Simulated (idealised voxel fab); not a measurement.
The document below concerns the process module designated voxel ribs on slabs.
Shown is cross-section cut, with a width of 225 nm and square cells of size 5 nm.
The cross-sections in this document take the form of a grid made of square cells. They are written out as bands, in order from top to bottom. Each band consists of one or more rows of cells.
Heights first: top, then bottom, in nm. Then materials, left to right, each with a width in nm. "everywhere" on a single material: fills the band edge to edge. "blank": empty space.
Heights from 0 (as-received wafer is one material below). Bottom band endless downward, as "0..down".
It should be noted that a width expressed as "30->40" varies in equal increments from row to row of cells within the band, taking the value of the first number at the top row and that of the second number at the bottom row.
Reading "stayed the same" for a step: not a cell of the cross-section changed in it.
"Enclosed void list": sealed empty spaces, 8 cells or more, no open way to top, listed width x height at distance, with distance from the left edge and width, height and distance in nm.
Formally, on a step line, whatever follows the settings is a remark that the simulator itself makes on the step.
"overlay nm" answers the question of how far to the right of plan the mask lay on a step that has a mask, and when it is negative the answer is to the left.
**Listed below are the process steps as planned**
| 1 | RECEIVE (material Si) |
| 2 | DIRECTIONAL_DEP (material SiO2; thk nm 30) |
| 3 | DIRECTIONAL_DEP (material SiN; thk nm 25) |
| 4 | PATTERN (tone cover; mask id RIB; material resist; width nm 20; thk nm 20; overlay nm 0) |
| 5 | DIRECTIONAL_ETCH (etch materials SiN; depth nm 10) |
| 6 | STRIP (etch materials resist) |
| 7 | MASKED_ETCH (tone cover; mask id SLAB; width nm 80; etch materials SiN; depth nm 15; overlay nm 0) |
| 8 | FILL_DEP (material SiO2; thk nm 25) |
| 9 | CMP (height nm 70) |
| 10 | DIRECTIONAL_DEP (material TiN; thk nm 10) |
| 11 | PATTERN (tone cover; mask id HEATER; material resist; width nm 30; thk nm 15; overlay nm 0) |
| 12 | DIRECTIONAL_ETCH (etch materials TiN; depth nm 10) |
| 13 | STRIP (etch materials resist) |
| 14 | CONFORMAL_DEP (material SiO2; thk nm 5) |
**Incoming wafer, cross-sectional view, post step 1**
  0..down: Si everywhere
  Enclosed void list: none
**Sectioned view, first of two wafers, at the close of the module, processed as intended in the plan**
  85..80: 90 blank / 40 SiO2 / 95 blank
  80..75: 90 blank / 5 SiO2 / 30 TiN / 5 SiO2 / 95 blank
  75..70: 95 SiO2 / 30 TiN / 100 SiO2
  70..55: SiO2 everywhere
  55..45: 100 SiO2 / 20 SiN / 105 SiO2
  45..30: 70 SiO2 / 80 SiN / 75 SiO2
  30..0: SiO2 everywhere
  0..down: Si everywhere
  Enclosed void list: none
**Cross-section, wafer two of two, end of module: same start and plan as wafer one, one error in execution**
  85..80: 90 blank / 40 SiO2 / 95 blank
  80..75: 90 blank / 5 SiO2 / 30 TiN / 5 SiO2 / 95 blank
  75..70: 95 SiO2 / 30 TiN / 100 SiO2
  70..0: SiO2 everywhere
  0..down: Si everywhere
  Enclosed void list: none
Processing error: step 3 did not use the planned setting and instead ran as DIRECTIONAL_DEP (material SiO2; thk nm 25)
In the final state, the cell counts of the second wafer exceed or fall short of those of the first for the following materials: -56 SiN | +56 SiO2
